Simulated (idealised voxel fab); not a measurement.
The process module presented herein is designated voxel self aligned vias.
Cross-section cut spans 295 nm and uses square cells 5 nm in size.
Each cross-section below is a grid of square cells, stated as bands in top-down order, with one or more rows of cells making up each band. Quick guide to a band line: top height, bottom height (nm) up front; then every material left to right with its width in nm. Only one material and it's marked "everywhere"? Then it fills the band edge to edge. And "empty" just means empty space. A quick word on heights: they are counted from 0, and under that level the wafer as it came to us is one material throughout. The lowest band is different from the rest in having no bottom; it simply continues downward, written as in "from 0 down". The width entry "30..40" should be interpreted row by row: the top row of cells in the band takes the first number, the bottom row takes the second number, and the change between adjacent rows is uniform throughout. Where a step carries "no change", the cross-section came out of it unchanged, cell for cell. Entry "Trapped cavities". Content: empty spaces with no open connection to the top, size 8 cells or greater. Each: width x height at distance. Distance: from left edge. Unit: nm. Whatever follows a step's settings on its line is a remark the simulator itself makes about that step. For masked steps, "overlay nm" on the step line gives how far right of plan the mask actually lay; a minus sign means it lay to the left.
-- The steps planned for the process are as follows
1) RECEIVE,material Si
2) CONFORMAL_DEP,material SiO2,thk nm 10
3) CONFORMAL_DEP,material SiCN,thk nm 5
4) DIRECTIONAL_DEP,material SiO2,thk nm 25
5) MASKED_ETCH,tone open,mask id LINES,width nm 20,pitch nm 55,etch materials SiO2,depth nm 25,overlay nm 0
6) CONFORMAL_DEP,material TiN,thk nm 5
7) FILL_DEP,material W,thk nm 10
8) CMP,height nm 40
9) SELECTIVE_ETCH,etch materials W Ru TiN,depth nm 10
10) FILL_DEP,material SiN,thk nm 10
11) CMP,height nm 40
12) DIRECTIONAL_DEP,material SiO2,thk nm 20
13) MASKED_ETCH,tone open,mask id VIAS,width nm 40,pitch nm 55,etch materials SiO2,depth nm 20,overlay nm 0
14) MASKED_ETCH,tone open,mask id VIAS,width nm 40,pitch nm 55,etch materials SiN,depth nm 10,overlay nm 0
15) CONFORMAL_DEP,material TiN,thk nm 5
16) FILL_DEP,material Cu,thk nm 10
17) CMP,height nm 60
18) CONFORMAL_DEP,material SiCN,thk nm 5
-- The first of the two wafers, which ran as planned
-- As received (post step 1): cross-section
* from 0 down = Si everywhere
* Trapped cavities: none
-- Sectional view: wafer, after step 2
* from 10 to 0 = SiO2 everywhere
* Heights below 0 show no change.
-- Sectional view: wafer, after step 3
* from 15 to 10 = SiCN everywhere
* Heights below 10 show no change.
-- Sectional view: wafer, after step 4
* from 40 to 15 = SiO2 everywhere
* Heights below 15 show no change.
-- Sectional view: wafer, after step 5
* from 40 to 15 = SiO2=80 | empty=20 | SiO2=35 | empty=20 | SiO2=35 | empty=20 | SiO2=85
* Heights below 15 show no change.
-- Sectional view: wafer, after step 6
* from 45 to 40 = TiN=85 | empty=10 | TiN=45 | empty=10 | TiN=45 | empty=10 | TiN=90
* from 40 to 20 = SiO2=80 | TiN=5 | empty=10 | TiN=5 | SiO2=35 | TiN=5 | empty=10 | TiN=5 | SiO2=35 | TiN=5 | empty=10 | TiN=5 | SiO2=85
* from 20 to 15 = SiO2=80 | TiN=20 | SiO2=35 | TiN=20 | SiO2=35 | TiN=20 | SiO2=85
* Heights below 15 show no change.
-- Sectional view: wafer, after step 7
* from 55 to 45 = W everywhere
* from 45 to 40 = TiN=85 | W=10 | TiN=45 | W=10 | TiN=45 | W=10 | TiN=90
* from 40 to 20 = SiO2=80 | TiN=5 | W=10 | TiN=5 | SiO2=35 | TiN=5 | W=10 | TiN=5 | SiO2=35 | TiN=5 | W=10 | TiN=5 | SiO2=85
* Heights below 20 show no change.
-- Sectional view: wafer, after step 8
* from 40 to 20 = SiO2=80 | TiN=5 | W=10 | TiN=5 | SiO2=35 | TiN=5 | W=10 | TiN=5 | SiO2=35 | TiN=5 | W=10 | TiN=5 | SiO2=85
* Heights below 20 show no change.
-- Sectional view: wafer, after step 9
* from 40 to 30 = SiO2=80 | empty=20 | SiO2=35 | empty=20 | SiO2=35 | empty=20 | SiO2=85
* Heights below 30 show no change.
-- Sectional view: wafer, after step 10
* from 50 to 40 = SiN everywhere
* from 40 to 30 = SiO2=80 | SiN=20 | SiO2=35 | SiN=20 | SiO2=35 | SiN=20 | SiO2=85
* Heights below 30 show no change.
-- Sectional view: wafer, after step 11
* from 40 to 30 = SiO2=80 | SiN=20 | SiO2=35 | SiN=20 | SiO2=35 | SiN=20 | SiO2=85
* Heights below 30 show no change.
-- Sectional view: wafer, after step 12
* from 60 to 40 = SiO2 everywhere
* Heights below 40 show no change.
-- Sectional view: wafer, after step 13
* from 60 to 40 = SiO2=70 | empty=40 | SiO2=15 | empty=40 | SiO2=15 | empty=40 | SiO2=75
* Heights below 40 show no change.
-- Sectional view: wafer, after step 14
* from 60 to 40 = SiO2=70 | empty=40 | SiO2=15 | empty=40 | SiO2=15 | empty=40 | SiO2=75
* from 40 to 30 = SiO2=80 | empty=20 | SiO2=35 | empty=20 | SiO2=35 | empty=20 | SiO2=85
* Heights below 30 show no change.
-- Sectional view: wafer, after step 15
* from 65 to 60 = TiN=75 | empty=30 | TiN=25 | empty=30 | TiN=25 | empty=30 | TiN=80
* from 60 to 45 = SiO2=70 | TiN=5 | empty=30 | TiN=5 | SiO2=15 | TiN=5 | empty=30 | TiN=5 | SiO2=15 | TiN=5 | empty=30 | TiN=5 | SiO2=75
* from 45 to 35 = SiO2=70..80 | TiN=15..5 | empty=10 | TiN=15..5 | SiO2=15..35 | TiN=15..5 | empty=10 | TiN=15..5 | SiO2=15..35 | TiN=15..5 | empty=10 | TiN=15..5 | SiO2=75..85
* from 35 to 30 = SiO2=80 | TiN=20 | SiO2=35 | TiN=20 | SiO2=35 | TiN=20 | SiO2=85
* Heights below 30 show no change.
-- Sectional view: wafer, after step 16
* from 75 to 65 = Cu everywhere
* from 65 to 60 = TiN=75 | Cu=30 | TiN=25 | Cu=30 | TiN=25 | Cu=30 | TiN=80
* from 60 to 45 = SiO2=70 | TiN=5 | Cu=30 | TiN=5 | SiO2=15 | TiN=5 | Cu=30 | TiN=5 | SiO2=15 | TiN=5 | Cu=30 | TiN=5 | SiO2=75
* from 45 to 35 = SiO2=70..80 | TiN=15..5 | Cu=10 | TiN=15..5 | SiO2=15..35 | TiN=15..5 | Cu=10 | TiN=15..5 | SiO2=15..35 | TiN=15..5 | Cu=10 | TiN=15..5 | SiO2=75..85
* Heights below 35 show no change.
-- Sectional view: wafer, after step 17
* from 60 to 45 = SiO2=70 | TiN=5 | Cu=30 | TiN=5 | SiO2=15 | TiN=5 | Cu=30 | TiN=5 | SiO2=15 | TiN=5 | Cu=30 | TiN=5 | SiO2=75
* Heights below 45 show no change.
-- Sectional view: wafer, after step 18
* from 65 to 60 = SiCN everywhere
* Heights below 60 show no change.
-- Companion wafer, the second of two: same beginning, same intended sequence, one mistake in carrying it out; through step 12 inclusive it tracks the first exactly
-- What the second wafer looks like in cross-section when step 13 should have wrapped up
* from 60 to 40 = SiO2=70 | empty=40 | SiO2=15 | empty=40 | SiO2=15 | empty=40 | SiO2=75
* from 40 to 30 = SiO2=70 | empty=10 | SiN=20 | empty=10 | SiO2=15 | empty=10 | SiN=20 | empty=10 | SiO2=15 | empty=10 | SiN=20 | empty=10 | SiO2=75
* from 30 to 20 = SiO2=70 | empty=10 | TiN=5 | W=10 | TiN=5 | empty=10 | SiO2=15 | empty=10 | TiN=5 | W=10 | TiN=5 | empty=10 | SiO2=15 | empty=10 | TiN=5 | W=10 | TiN=5 | empty=10 | SiO2=75
* Heights below 20 show no change.
-- What the second wafer looks like in cross-section when step 14 should have wrapped up
* from 60 to 30 = SiO2=70 | empty=40 | SiO2=15 | empty=40 | SiO2=15 | empty=40 | SiO2=75
* Heights below 30 show no change.
-- What the second wafer looks like in cross-section when step 15 should have wrapped up
* from 65 to 60 = TiN=75 | empty=30 | TiN=25 | empty=30 | TiN=25 | empty=30 | TiN=80
* from 60 to 35 = SiO2=70 | TiN=5 | empty=30 | TiN=5 | SiO2=15 | TiN=5 | empty=30 | TiN=5 | SiO2=15 | TiN=5 | empty=30 | TiN=5 | SiO2=75
* from 35 to 30 = SiO2=70 | TiN=40 | SiO2=15 | TiN=40 | SiO2=15 | TiN=40 | SiO2=75
* from 30 to 20 = SiO2=70 | TiN=15 | W=10 | TiN=15 | SiO2=15 | TiN=15 | W=10 | TiN=15 | SiO2=15 | TiN=15 | W=10 | TiN=15 | SiO2=75
* Heights below 20 show no change.
-- What the second wafer looks like in cross-section when step 16 should have wrapped up
* from 75 to 65 = Cu everywhere
* from 65 to 60 = TiN=75 | Cu=30 | TiN=25 | Cu=30 | TiN=25 | Cu=30 | TiN=80
* from 60 to 35 = SiO2=70 | TiN=5 | Cu=30 | TiN=5 | SiO2=15 | TiN=5 | Cu=30 | TiN=5 | SiO2=15 | TiN=5 | Cu=30 | TiN=5 | SiO2=75
* Heights below 35 show no change.
-- What the second wafer looks like in cross-section when step 17 should have wrapped up
* from 60 to 35 = SiO2=70 | TiN=5 | Cu=30 | TiN=5 | SiO2=15 | TiN=5 | Cu=30 | TiN=5 | SiO2=15 | TiN=5 | Cu=30 | TiN=5 | SiO2=75
* Heights below 35 show no change.
-- What the second wafer looks like in cross-section when step 18 should have wrapped up
* from 65 to 60 = SiCN everywhere
* Heights below 60 show no change.
Heads up, the wafer didn't run the way we planned it: step 13 of the plan was twice carried out
The closing comparison, in cells, has the second wafer with more or fewer of some materials than the first: Cu: 24 more | SiO2: 48 fewer | TiN: 24 more
